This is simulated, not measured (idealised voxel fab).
Title: Process Module voxel self aligned vias
It is cross-section cut that appears here, measuring 285 nm in width, its square cells being 5 nm in size.
Throughout this document, each cross-section is represented as a grid of square cells and is presented as a sequence of bands enumerated from the top downward, where a band comprises one or more rows of cells.
Heads up on the band format: heights come first, top then bottom, in nm. After that it's the materials left to right, each with its width in nm. A single material flagged "full width" fills the whole band edge to edge, and "empty" means there's empty space there.
Where do heights start? At 0: under that level the wafer as delivered is made of one material only. And the lowest band has no floor; it just carries on downward, as in "0..down".
The notation "30..40" denotes a width that varies across the rows of cells in the band, beginning at the first number in the top row, finishing at the second number in the bottom row, and changing by an identical amount from each row to the next.
"no alterations made" after a step means that no cell of the cross-section changed.
For the entry "Fully enclosed voids", the listed items are empty spaces with no open way to the top whose size is 8 cells or more; each item follows the pattern width x height at distance, where distance is from the left edge and all three are in nm.
That trailing text on a step's line, after the settings, is the simulator's own remark on the step.
overlay nm: how far to the right of its planned place the mask lay on this masked step (negative: to the left).

# The planned process steps are enumerated hereunder
step 1: RECEIVE: material Si
step 2: CONFORMAL_DEP: material SiO2, thk nm 15
step 3: CONFORMAL_DEP: material SiCN, thk nm 5
step 4: DIRECTIONAL_DEP: material SiO2, thk nm 25
step 5: DIRECTIONAL_DEP: material aC, thk nm 15
step 6: PATTERN: tone open, mask id LINES, material resist, width nm 25, pitch nm 60, thk nm 35, overlay nm 0
step 7: DIRECTIONAL_ETCH: etch materials aC, depth nm 15
step 8: STRIP: etch materials resist
step 9: DIRECTIONAL_ETCH: etch materials SiO2, depth nm 25
step 10: STRIP: etch materials aC
step 11: CONFORMAL_DEP: material TiN, thk nm 5
step 12: FILL_DEP: material W, thk nm 5
step 13: CMP: height nm 45
step 14: SELECTIVE_ETCH: etch materials W Ru TiN, depth nm 10
step 15: FILL_DEP: material SiN, thk nm 5
step 16: CMP: height nm 45
step 17: DIRECTIONAL_DEP: material SiO2, thk nm 15
step 18: MASKED_ETCH: tone open, mask id VIAS, width nm 35, etch materials SiO2, depth nm 15, overlay nm 0
step 19: MASKED_ETCH: tone open, mask id VIAS, width nm 35, etch materials SiN, depth nm 10, overlay nm 0
step 20: CONFORMAL_DEP: material TiN, thk nm 5
step 21: FILL_DEP: material Ru, thk nm 5
step 22: CMP: height nm 60
step 23: CONFORMAL_DEP: material SiN, thk nm 5

# Wafer as received: cross-section following step 1
  0..down = Si full width
  Fully enclosed voids: none

# End state of the module in cross-section, given the above starting point and plan and one mistake in execution
  65..60 = SiN full width
  60..45 = SiO2: 95, then TiN: 5, then Ru: 25, then TiN: 5, then SiO2: 155
  45..40 = SiN: 95, then TiN: 10, then Ru: 15, then TiN: 10, then SiN: 155
  40..35 = SiO2: 100, then TiN: 25, then SiO2: 35, then SiN: 25, then SiO2: 100
  35..20 = SiO2: 100, then TiN: 5, then W: 15, then TiN: 5, then SiO2: 35, then TiN: 5, then W: 15, then TiN: 5, then SiO2: 100
  20..15 = SiO2: 100, then TiN: 25, then SiO2: 35, then TiN: 25, then SiO2: 100
  15..0 = SiO2 full width
  0..down = Si full width
  Fully enclosed voids: none
In executing the process, a mistake was made relative to the plan: execution of step 3 of the plan did not take place, the step having been omitted
